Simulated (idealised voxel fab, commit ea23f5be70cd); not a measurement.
The process module presented herein is designated voxel released beams.
This is section cut - it's 200 nm across, gridded in 5 nm square cells.
Cross-section format: a grid of square cells, given as bands from top to bottom; each band is one or more rows of cells. Heads up on the band format: heights come first, top then bottom, in nm. After that it's the materials left to right, each with its width in nm. A single material flagged "everywhere" fills the whole band edge to edge, and "air" means there's empty space there. Ref level 0: as-received wafer is one material below here. Bottom band extends down with no lower bound ("0 -> down"). A two-number width, for instance "30 to 40", indicates that the width is equal to the first number in the top row of the band and to the second number in the bottom row, and that it changes by a constant amount per row of cells. Given "no alteration" for a step, no cell of the cross-section differs between before and after that step. Closed void listing: empty space of 8 cells or more with no open way to the top, each as width x height at its distance from the left edge, in nm. Where a step's line continues beyond its settings, the continuation is a remark by the simulator itself on that step. overlay nm: step with mask; distance mask lay right of planned place; negative value = left of planned place.
-- Below is the list of planned process steps
1 RECEIVE with material Si
2 CONFORMAL_DEP with material SiN, thk nm 10
3 DIRECTIONAL_DEP with material SiO2, thk nm 10
4 MASKED_ETCH with tone open, mask id ANCHOR, width nm 30, etch materials SiO2, depth nm 10, overlay nm 0
5 CONFORMAL_DEP with material W, thk nm 10
6 DIRECTIONAL_DEP with material aC, thk nm 15
7 PATTERN with tone cover, mask id BEAM, material resist, width nm 90, thk nm 35, overlay nm 0
8 DIRECTIONAL_ETCH with etch materials aC, depth nm 15
9 STRIP with etch materials resist
10 DIRECTIONAL_ETCH with etch materials W, depth nm 10
11 STRIP with etch materials aC
12 STRIP with etch materials SiO2
-- Cross-section of the incoming wafer, state after step 1
* 0 -> down = Si everywhere
* Closed void listing: none
-- End state of the module in cross-section, given the above starting point and plan and one mistake in execution
* 30 -> 20 = air 50 nm, then W 45 nm, then air 105 nm
* 20 -> 10 = air 45 nm, then W 10 nm, then SiO2 30 nm, then W 55 nm, then air 60 nm
* 10 -> 0 = SiN everywhere
* 0 -> down = Si everywhere
* Closed void listing: none
Nonconformance to the process plan: off-plan run, step 4, actual operation and settings MASKED_ETCH with tone cover, mask id ANCHOR, width nm 30, etch materials SiO2, depth nm 10, overlay nm 0
